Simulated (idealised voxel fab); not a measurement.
Name of the process module below: voxel self aligned vias
FYI the section here is cut, 260 nm wide, cells are 5 nm squares.
How to read a cross-section here: the picture is a grid of square cells, written as bands going from the top down, and any band can span one or more rows of cells.
The entry gives the band's vertical extent as a top height and a bottom height in nm, then its horizontal make-up as materials from left to right, each with a width in nm. "air" stands for empty space; a single material marked "edge to edge" fills the band edge to edge.
For the purposes of this specification, 0 denotes the height below which the wafer in its as-received condition is composed wholly of one material, and the lowermost band, lacking a lower limit, extends downward without end, as expressed in "top 0, no bottom".
Quick explanation for "30 to 40": the width changes in equal steps down the rows of cells, from the first number in the band's top row to the second number in its bottom row.
You'll sometimes find "everything unchanged" written for a step, and that's the way of saying that nowhere in the cross-section did a cell change during that step.
"Closed empty spaces" - sealed voids, min. 8 cells, no opening to top; format: width x height at distance (distance from left edge; nm throughout).
Past the settings on a step's line: simulator remark, on that step.
overlay nm: on a step with a mask, how far right of its planned place the mask lay; negative means left.

# This section lists the process steps that were planned
1,RECEIVE, material Si
2,CONFORMAL_DEP, material SiO2, thk nm 10
3,CONFORMAL_DEP, material SiCN, thk nm 5
4,DIRECTIONAL_DEP, material SiO2, thk nm 30
5,MASKED_ETCH, tone open, mask id LINES, width nm 20, pitch nm 55, etch materials SiO2, depth nm 30, overlay nm 0
6,CONFORMAL_DEP, material TiN, thk nm 5
7,FILL_DEP, material Ru, thk nm 5
8,CMP, height nm 45
9,SELECTIVE_ETCH, etch materials W Ru TiN, depth nm 5
10,FILL_DEP, material SiN, thk nm 5
11,CMP, height nm 45
12,DIRECTIONAL_DEP, material SiO2, thk nm 15
13,MASKED_ETCH, tone open, mask id VIAS, width nm 30, pitch nm 55, etch materials SiO2, depth nm 15, overlay nm 0
14,MASKED_ETCH, tone open, mask id VIAS, width nm 30, pitch nm 55, etch materials SiN, depth nm 5, overlay nm 0
15,CONFORMAL_DEP, material TiN, thk nm 5
16,FILL_DEP, material Cu, thk nm 10
17,CMP, height nm 60
18,CONFORMAL_DEP, material SiN, thk nm 5

# As-received state of the wafer in cross-section, equivalent to post-step 1
	top 0, no bottom = Si edge to edge
	Closed empty spaces: none

# The first of the two wafers as seen in cross-section once the module was finished; processing followed the plan
	top 65, bottom 60 = SiN edge to edge
	top 60, bottom 50 = SiO2 60 nm, TiN 5 nm, Cu 20 nm, TiN 5 nm, SiO2 25 nm, TiN 5 nm, Cu 20 nm, TiN 5 nm, SiO2 25 nm, TiN 5 nm, Cu 20 nm, TiN 5 nm, SiO2 60 nm
	top 50, bottom 45 = SiO2 60 nm, TiN 10 nm, Cu 10 nm, TiN 10 nm, SiO2 25 nm, TiN 10 nm, Cu 10 nm, TiN 10 nm, SiO2 25 nm, TiN 10 nm, Cu 10 nm, TiN 10 nm, SiO2 60 nm
	top 45, bottom 40 = SiO2 65 nm, TiN 20 nm, SiO2 35 nm, TiN 20 nm, SiO2 35 nm, TiN 20 nm, SiO2 65 nm
	top 40, bottom 20 = SiO2 65 nm, TiN 5 nm, Ru 10 nm, TiN 5 nm, SiO2 35 nm, TiN 5 nm, Ru 10 nm, TiN 5 nm, SiO2 35 nm, TiN 5 nm, Ru 10 nm, TiN 5 nm, SiO2 65 nm
	top 20, bottom 15 = SiO2 65 nm, TiN 20 nm, SiO2 35 nm, TiN 20 nm, SiO2 35 nm, TiN 20 nm, SiO2 65 nm
	top 15, bottom 10 = SiCN edge to edge
	top 10, bottom 0 = SiO2 edge to edge
	top 0, no bottom = Si edge to edge
	Closed empty spaces: none

# So this is wafer number two of the two, cut at the end of the module - it started where the first did and had the same plan, we just got one thing wrong running it
	top 75, bottom 70 = SiN edge to edge
	top 70, bottom 65 = Cu edge to edge
	top 65, bottom 60 = TiN 65 nm, Cu 20 nm, TiN 35 nm, Cu 20 nm, TiN 35 nm, Cu 20 nm, TiN 65 nm
	top 60, bottom 50 = SiO2 60 nm, TiN 5 nm, Cu 20 nm, TiN 5 nm, SiO2 25 nm, TiN 5 nm, Cu 20 nm, TiN 5 nm, SiO2 25 nm, TiN 5 nm, Cu 20 nm, TiN 5 nm, SiO2 60 nm
	top 50, bottom 45 = SiO2 60 nm, TiN 10 nm, Cu 10 nm, TiN 10 nm, SiO2 25 nm, TiN 10 nm, Cu 10 nm, TiN 10 nm, SiO2 25 nm, TiN 10 nm, Cu 10 nm, TiN 10 nm, SiO2 60 nm
	top 45, bottom 40 = SiO2 65 nm, TiN 20 nm, SiO2 35 nm, TiN 20 nm, SiO2 35 nm, TiN 20 nm, SiO2 65 nm
	top 40, bottom 20 = SiO2 65 nm, TiN 5 nm, Ru 10 nm, TiN 5 nm, SiO2 35 nm, TiN 5 nm, Ru 10 nm, TiN 5 nm, SiO2 35 nm, TiN 5 nm, Ru 10 nm, TiN 5 nm, SiO2 65 nm
	top 20, bottom 15 = SiO2 65 nm, TiN 20 nm, SiO2 35 nm, TiN 20 nm, SiO2 35 nm, TiN 20 nm, SiO2 65 nm
	top 15, bottom 10 = SiCN edge to edge
	top 10, bottom 0 = SiO2 edge to edge
	top 0, no bottom = Si edge to edge
	Closed empty spaces: none
Run error: heads up, step 17 didn't go per plan, it actually ran as CMP, height nm 70
Final cells, second wafer relative to first, materials higher or lower: 64 more of Cu; 40 more of TiN
